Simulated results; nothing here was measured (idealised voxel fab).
process module | voxel gate over fins
cross-section cut | 240 nm wide | cells 5 nm
A cross-section is a grid of square cells, given in bands from the top down. A band is one or more rows of cells.
Each band's line starts with the height of the band's top and of its bottom, in nm. Then come its materials from left to right, each with its width in nm. One material with "throughout" fills the band from edge to edge. "air" is empty space.
Height 0 is the level under which the wafer as received is all one material. The lowest band goes on downwards, as in "0 down".
A width such as "30 to 40" changes by the same amount from each row of cells to the next, from the band's top row to its bottom row.
"no change" after a step means that no cell of the cross-section changed.
closed voids: empty space of 8 cells or more with no open way to the top, each as width x height at its distance from the left edge, in nm
after a step's settings: what the simulator itself notes on the step
overlay nm, on a step with a mask: how far to the right of its planned place the mask lay; to the left if negative
plan
1 op RECEIVE | material Si
2 op CONFORMAL_DEP | material SiN | thk nm 5
3 op DIRECTIONAL_DEP | material aC | thk nm 15
4 op PATTERN | tone cover | mask id FINS | material resist | width nm 15 | pitch nm 50 | thk nm 30 | overlay nm 0
5 op DIRECTIONAL_ETCH | etch materials aC | depth nm 15
6 op STRIP | etch materials resist
7 op DIRECTIONAL_ETCH | etch materials SiN | depth nm 5
8 op DIRECTIONAL_ETCH | etch materials Si | depth nm 35
9 op STRIP | etch materials aC
10 op OXIDIZE | depth nm 5
11 op FILL_DEP | material SiO2 | thk nm 15
12 op CMP | height nm 5
13 op DIRECTIONAL_DEP | material aC | thk nm 10
14 op PATTERN | tone open | mask id RAIL | material resist | width nm 15 | thk nm 30 | overlay nm 0
15 op DIRECTIONAL_ETCH | etch materials aC | depth nm 10
16 op STRIP | etch materials resist
17 op DIRECTIONAL_ETCH | etch materials SiO2 | depth nm 35
18 op STRIP | etch materials aC
19 op CONFORMAL_DEP | material TiN | thk nm 5
20 op FILL_DEP | material W | thk nm 5
21 op CMP | height nm 5
22 op SELECTIVE_ETCH | etch materials W Ru TiN | depth nm 25
23 op FILL_DEP | material SiO2 | thk nm 5
24 op CMP | height nm 5
25 op SELECTIVE_ETCH | etch materials SiO2 | depth nm 15
26 op STRIP | etch materials SiN
27 op CONFORMAL_DEP | material HfO2 | thk nm 5
28 op CONFORMAL_DEP | material TiN | thk nm 5
29 op CONFORMAL_DEP | material TiAl | thk nm 5
30 op CONFORMAL_DEP | material TiN | thk nm 5
31 op FILL_DEP | material W | thk nm 15
32 op CMP | height nm 30
33 op CONFORMAL_DEP | material SiN | thk nm 10
as received, after step 1
  0 down: Si throughout
  closed voids: none
a wafer at the end: this start, this plan, one mistake
  40 to 30: SiN throughout
  30 to 20: W throughout
  20 to 15: W 70 | TiN 45 | W 5 | TiN 45 | W 75
  15 to 10: W 70 | TiN 5 | TiAl 35 | TiN 5 | W 5 | TiN 5 | TiAl 35 | TiN 5 | W 75
  10 to 5: W 70 | TiN 5 | TiAl 5 | TiN 25 | TiAl 5 | TiN 5 | W 5 | TiN 5 | TiAl 5 | TiN 25 | TiAl 5 | TiN 5 | W 75
  5 to 0: W 70 | TiN 5 | TiAl 5 | TiN 5 | HfO2 15 | TiN 5 | TiAl 5 | TiN 5 | W 5 | TiN 5 | TiAl 5 | TiN 5 | HfO2 15 | TiN 5 | TiAl 5 | TiN 5 | W 75
  0 to -5: W 70 | TiN 5 | TiAl 5 | TiN 5 | HfO2 5 | Si 5 | HfO2 5 | TiN 5 | TiAl 5 | TiN 15 | TiAl 5 | TiN 5 | HfO2 5 | Si 5 | HfO2 5 | TiN 5 | TiAl 5 | TiN 5 | W 75
  -5 to -10: TiN 75 | TiAl 5 | TiN 5 | HfO2 5 | Si 5 | HfO2 5 | TiN 5 | TiAl 25 | TiN 5 | HfO2 5 | Si 5 | HfO2 5 | TiN 5 | TiAl 5 | TiN 80
  -10 to -15: TiAl 80 | TiN 5 | HfO2 5 | Si 5 | HfO2 5 | TiN 35 | HfO2 5 | Si 5 | HfO2 5 | TiN 5 | TiAl 85
  -15 to -20: TiN 85 | HfO2 5 | Si 5 | HfO2 5 | TiN 5 | HfO2 25 | TiN 5 | HfO2 5 | Si 5 | HfO2 5 | TiN 90
  -20 to -25: HfO2 90 | Si 5 | HfO2 15 | TiN 5 | W 5 | TiN 5 | HfO2 15 | Si 5 | HfO2 95
  -25 to -30: SiO2 90 | Si 5 | SiO2 15 | TiN 15 | SiO2 15 | Si 5 | SiO2 95
  -30 to -40: SiO2 90 | Si 5 | SiO2 45 | Si 5 | SiO2 95
  -40 down: Si throughout
  closed voids: none
what went wrong: step 25 was run twice
